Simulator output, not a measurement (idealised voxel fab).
The process module presented herein is designated voxel trench capacitor.
The cross-section shown here is cut; it is 165 nm wide and divided into square cells measuring 5 nm on a side.
Square cells in a grid make up a cross-section in this document, and the grid is given as bands, listed from the top down, each one or more rows of cells. Look at the band entry: it leads with the top's height and the bottom's height in nm. Then it lists the materials left to right, with a width in nm for each. The word "throughout" on a single material says that material fills the band edge to edge. The word "empty" is empty space. Beneath 0, the wafer as received is one material, and that level is where height counting begins. The lowest band goes on downward without a bottom; it is written like "top 0, no bottom". Read "30 to 40" as a graded width: first number on top, second number at the bottom, same change between each pair of neighbouring rows. It should be understood that the words "remained the same", when stated for a given step, signify that the cross-section underwent no change in any of its cells during that step. The label "Cavities, sealed" introduces a list of the empty spaces, 8 cells or larger, that have no open way up to the top; each entry in it reads width x height at distance, where the distance is taken from the left edge and all three are stated in nm. If you see something after the settings on a step's line, that's the simulator's own remark about that step. Regarding "overlay nm": on a step with a mask, it is the distance the mask lay to the right of its planned place; a negative value places it to the left.

# These are the steps we planned for the process
1,RECEIVE | material Si
2,CONFORMAL_DEP | material SiN | thk nm 5
3,DIRECTIONAL_DEP | material aC | thk nm 15
4,PATTERN | tone open | mask id TRENCH | material resist | width nm 15 | pitch nm 40 | thk nm 35 | overlay nm 0
5,DIRECTIONAL_ETCH | etch materials aC | depth nm 15
6,STRIP | etch materials resist
7,DIRECTIONAL_ETCH | etch materials SiN | depth nm 5
8,DIRECTIONAL_ETCH | etch materials Si | depth nm 40
9,STRIP | etch materials aC
10,CONFORMAL_DEP | material Al2O3 | thk nm 5
11,FILL_DEP | material polySi | thk nm 5
12,CMP | height nm 5

# First of two wafers - as planned

# As-received state of the wafer in cross-section, equivalent to post-step 1
  top 0, no bottom | Si throughout
  Cavities, sealed: none

# The wafer in cross-section once step 2 is complete
  top 5, bottom 0 | SiN throughout
  For the remainder of the cross-section, below 0, there is no change.

# The wafer in cross-section once step 3 is complete
  top 20, bottom 5 | aC throughout
  For the remainder of the cross-section, below 5, there is no change.

# The wafer in cross-section once step 4 is complete
  top 55, bottom 20 | 35 resist, 15 empty, 25 resist, 15 empty, 25 resist, 15 empty, 35 resist
  For the remainder of the cross-section, below 20, there is no change.

# The wafer in cross-section once step 5 is complete
  top 40, bottom 20 | 35 resist, 15 empty, 25 resist, 15 empty, 25 resist, 15 empty, 35 resist
  top 20, bottom 5 | 35 aC, 15 empty, 25 aC, 15 empty, 25 aC, 15 empty, 35 aC
  For the remainder of the cross-section, below 5, there is no change.

# The wafer in cross-section once step 6 is complete
  top 20, bottom 5 | 35 aC, 15 empty, 25 aC, 15 empty, 25 aC, 15 empty, 35 aC
  For the remainder of the cross-section, below 5, there is no change.

# The wafer in cross-section once step 7 is complete
  top 20, bottom 5 | 35 aC, 15 empty, 25 aC, 15 empty, 25 aC, 15 empty, 35 aC
  top 5, bottom 0 | 35 SiN, 15 empty, 25 SiN, 15 empty, 25 SiN, 15 empty, 35 SiN
  For the remainder of the cross-section, below 0, there is no change.

# The wafer in cross-section once step 8 is complete
  top 20, bottom 5 | 35 aC, 15 empty, 25 aC, 15 empty, 25 aC, 15 empty, 35 aC
  top 5, bottom 0 | 35 SiN, 15 empty, 25 SiN, 15 empty, 25 SiN, 15 empty, 35 SiN
  top 0, bottom -40 | 35 Si, 15 empty, 25 Si, 15 empty, 25 Si, 15 empty, 35 Si
  For the remainder of the cross-section, below -40, there is no change.

# The wafer in cross-section once step 9 is complete
  top 5, bottom 0 | 35 SiN, 15 empty, 25 SiN, 15 empty, 25 SiN, 15 empty, 35 SiN
  For the remainder of the cross-section, below 0, there is no change.

# The wafer in cross-section once step 10 is complete
  top 10, bottom 5 | 40 Al2O3, 5 empty, 35 Al2O3, 5 empty, 35 Al2O3, 5 empty, 40 Al2O3
  top 5, bottom 0 | 35 SiN, 5 Al2O3, 5 empty, 5 Al2O3, 25 SiN, 5 Al2O3, 5 empty, 5 Al2O3, 25 SiN, 5 Al2O3, 5 empty, 5 Al2O3, 35 SiN
  top 0, bottom -35 | 35 Si, 5 Al2O3, 5 empty, 5 Al2O3, 25 Si, 5 Al2O3, 5 empty, 5 Al2O3, 25 Si, 5 Al2O3, 5 empty, 5 Al2O3, 35 Si
  top -35, bottom -40 | 35 Si, 15 Al2O3, 25 Si, 15 Al2O3, 25 Si, 15 Al2O3, 35 Si
  For the remainder of the cross-section, below -40, there is no change.

# The wafer in cross-section once step 11 is complete
  top 15, bottom 10 | polySi throughout
  top 10, bottom 5 | 40 Al2O3, 5 polySi, 35 Al2O3, 5 polySi, 35 Al2O3, 5 polySi, 40 Al2O3
  top 5, bottom 0 | 35 SiN, 5 Al2O3, 5 polySi, 5 Al2O3, 25 SiN, 5 Al2O3, 5 polySi, 5 Al2O3, 25 SiN, 5 Al2O3, 5 polySi, 5 Al2O3, 35 SiN
  top 0, bottom -35 | 35 Si, 5 Al2O3, 5 polySi, 5 Al2O3, 25 Si, 5 Al2O3, 5 polySi, 5 Al2O3, 25 Si, 5 Al2O3, 5 polySi, 5 Al2O3, 35 Si
  For the remainder of the cross-section, below -35, there is no change.

# The wafer in cross-section once step 12 is complete
  top 5, bottom 0 | 35 SiN, 5 Al2O3, 5 polySi, 5 Al2O3, 25 SiN, 5 Al2O3, 5 polySi, 5 Al2O3, 25 SiN, 5 Al2O3, 5 polySi, 5 Al2O3, 35 SiN
  For the remainder of the cross-section, below 0, there is no change.

# Second wafer. Start and plan as for the first. One mistake made in running. Agrees with the first up to and including step 5

# when step 6 should have ended
  top 20, bottom 5 | 35 aC, 15 empty, 25 aC, 15 empty, 25 aC, 15 empty, 35 aC
  For the remainder of the cross-section, below 5, there is no change.

# when step 7 should have ended
  top 20, bottom 5 | 35 aC, 15 empty, 25 aC, 15 empty, 25 aC, 15 empty, 35 aC
  top 5, bottom 0 | 35 SiN, 15 empty, 25 SiN, 15 empty, 25 SiN, 15 empty, 35 SiN
  For the remainder of the cross-section, below 0, there is no change.

# when step 8 should have ended
  top 20, bottom 5 | 35 aC, 15 empty, 25 aC, 15 empty, 25 aC, 15 empty, 35 aC
  top 5, bottom 0 | 35 SiN, 15 empty, 25 SiN, 15 empty, 25 SiN, 15 empty, 35 SiN
  top 0, bottom -40 | 35 Si, 15 empty, 25 Si, 15 empty, 25 Si, 15 empty, 35 Si
  For the remainder of the cross-section, below -40, there is no change.

# when step 9 should have ended
  top 5, bottom 0 | 35 SiN, 15 empty, 25 SiN, 15 empty, 25 SiN, 15 empty, 35 SiN
  For the remainder of the cross-section, below 0, there is no change.

# when step 10 should have ended
  top 10, bottom 5 | 40 Al2O3, 5 empty, 35 Al2O3, 5 empty, 35 Al2O3, 5 empty, 40 Al2O3
  top 5, bottom 0 | 35 SiN, 5 Al2O3, 5 empty, 5 Al2O3, 25 SiN, 5 Al2O3, 5 empty, 5 Al2O3, 25 SiN, 5 Al2O3, 5 empty, 5 Al2O3, 35 SiN
  top 0, bottom -35 | 35 Si, 5 Al2O3, 5 empty, 5 Al2O3, 25 Si, 5 Al2O3, 5 empty, 5 Al2O3, 25 Si, 5 Al2O3, 5 empty, 5 Al2O3, 35 Si
  top -35, bottom -40 | 35 Si, 15 Al2O3, 25 Si, 15 Al2O3, 25 Si, 15 Al2O3, 35 Si
  For the remainder of the cross-section, below -40, there is no change.

# when step 11 should have ended
  top 15, bottom 10 | polySi throughout
  top 10, bottom 5 | 40 Al2O3, 5 polySi, 35 Al2O3, 5 polySi, 35 Al2O3, 5 polySi, 40 Al2O3
  top 5, bottom 0 | 35 SiN, 5 Al2O3, 5 polySi, 5 Al2O3, 25 SiN, 5 Al2O3, 5 polySi, 5 Al2O3, 25 SiN, 5 Al2O3, 5 polySi, 5 Al2O3, 35 SiN
  top 0, bottom -35 | 35 Si, 5 Al2O3, 5 polySi, 5 Al2O3, 25 Si, 5 Al2O3, 5 polySi, 5 Al2O3, 25 Si, 5 Al2O3, 5 polySi, 5 Al2O3, 35 Si
  For the remainder of the cross-section, below -35, there is no change.

# when step 12 should have ended
  top 5, bottom 0 | 35 SiN, 5 Al2O3, 5 polySi, 5 Al2O3, 25 SiN, 5 Al2O3, 5 polySi, 5 Al2O3, 25 SiN, 5 Al2O3, 5 polySi, 5 Al2O3, 35 SiN
  For the remainder of the cross-section, below 0, there is no change.
The plan and the run diverged here: step 6 in the plan was executed twice
at the end the two cross-sections are the same: no effect in what this model computes
